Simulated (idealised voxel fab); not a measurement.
process module | voxel spacer lines
Displayed cross-section: cut, width of 250 nm, square cells sized 5 nm.
Heads up, the way a cross-section reads in here is a grid of square cells, handed over as bands from the top down, with every band being one or more rows of cells. Within each band entry, the heights of the top and of the bottom of the band appear first, in that order and in nm; the materials of the band then follow from left to right, each with its corresponding width in nm. The designation "all across" on a single material indicates that it fills the band from edge to edge; the designation "blank" indicates empty space. The level at which height equals 0 is the one under which the wafer, as it arrives, is entirely one material. No lower edge exists for the bottom band, which continues downward and is notated as in "0 down". Read "30 to 40" as a graded width: first number on top, second number at the bottom, same change between each pair of neighbouring rows. The designation "changes: none", where it is given for a processing step, indicates that no cell of the cross-section was altered in the course of that step. So "Sealed voids" is basically the list of trapped voids: any empty space of 8 cells or more that can't reach the top through an opening. They're written width x height at distance, the distance being from the left edge, and it's all nm. It should be noted that, on the line of a given step, the content following the step's settings is a remark produced by the simulator itself with respect to that step. If you see "overlay nm" on a step's line and that step has a mask, it's telling you how far right of where it was planned the mask ended up; a negative number means it went left instead.
# Process steps - plan
step 1: RECEIVE with material Si
step 2: CONFORMAL_DEP with material Al2O3, thk nm 10
step 3: DIRECTIONAL_DEP with material polySi, thk nm 15
step 4: DIRECTIONAL_DEP with material aC, thk nm 30
step 5: PATTERN with tone cover, mask id MANDREL, material resist, width nm 20, pitch nm 70, thk nm 40, overlay nm -15
step 6: DIRECTIONAL_ETCH with etch materials aC, depth nm 30
step 7: STRIP with etch materials resist
step 8: CONFORMAL_DEP with material SiN, thk nm 15
step 9: DIRECTIONAL_ETCH with etch materials SiN, depth nm 15
step 10: STRIP with etch materials aC
step 11: DIRECTIONAL_ETCH with etch materials polySi, depth nm 15
step 12: STRIP with etch materials SiN
step 13: FILL_DEP with material SiO2, thk nm 5
step 14: CMP with height nm 25
All wafers enter the flow in the same state. The overlay nm at step 5 differs from wafer to wafer, and the plan gives the value for the first wafer.
# The first of several wafers as received, shown in cross-section; this is its state after step 1
    0 down = Si all across
    Sealed voids: none
# End-of-module cross-section, first of several wafers, after last step 14
    25 to 10 = 50 nm SiO2 / 15 nm polySi / 20 nm SiO2 / 15 nm polySi / 20 nm SiO2 / 15 nm polySi / 20 nm SiO2 / 15 nm polySi / 80 nm SiO2
    10 to 0 = Al2O3 all across
    0 down = Si all across
    Sealed voids: none
# Cross-sectional view, end of module, last wafer of several
    25 to 10 = 80 nm SiO2 / 15 nm polySi / 20 nm SiO2 / 15 nm polySi / 20 nm SiO2 / 15 nm polySi / 20 nm SiO2 / 15 nm polySi / 50 nm SiO2
    10 to 0 = Al2O3 all across
    0 down = Si all across
    Sealed voids: none
# each wafer at the end: cells of each material gained (+) or lost (-) since it was received, then its closed voids
overlay nm -15; +100 Al2O3; +114 SiO2; +36 polySi; Sealed voids: none
overlay nm -10; +100 Al2O3; +114 SiO2; +36 polySi; Sealed voids: none
overlay nm -5; +100 Al2O3; +114 SiO2; +36 polySi; Sealed voids: none
overlay nm 0; +100 Al2O3; +114 SiO2; +36 polySi; Sealed voids: none
overlay nm 5; +100 Al2O3; +114 SiO2; +36 polySi; Sealed voids: none
overlay nm 10; +100 Al2O3; +114 SiO2; +36 polySi; Sealed voids: none
overlay nm 15; +100 Al2O3; +114 SiO2; +36 polySi; Sealed voids: none
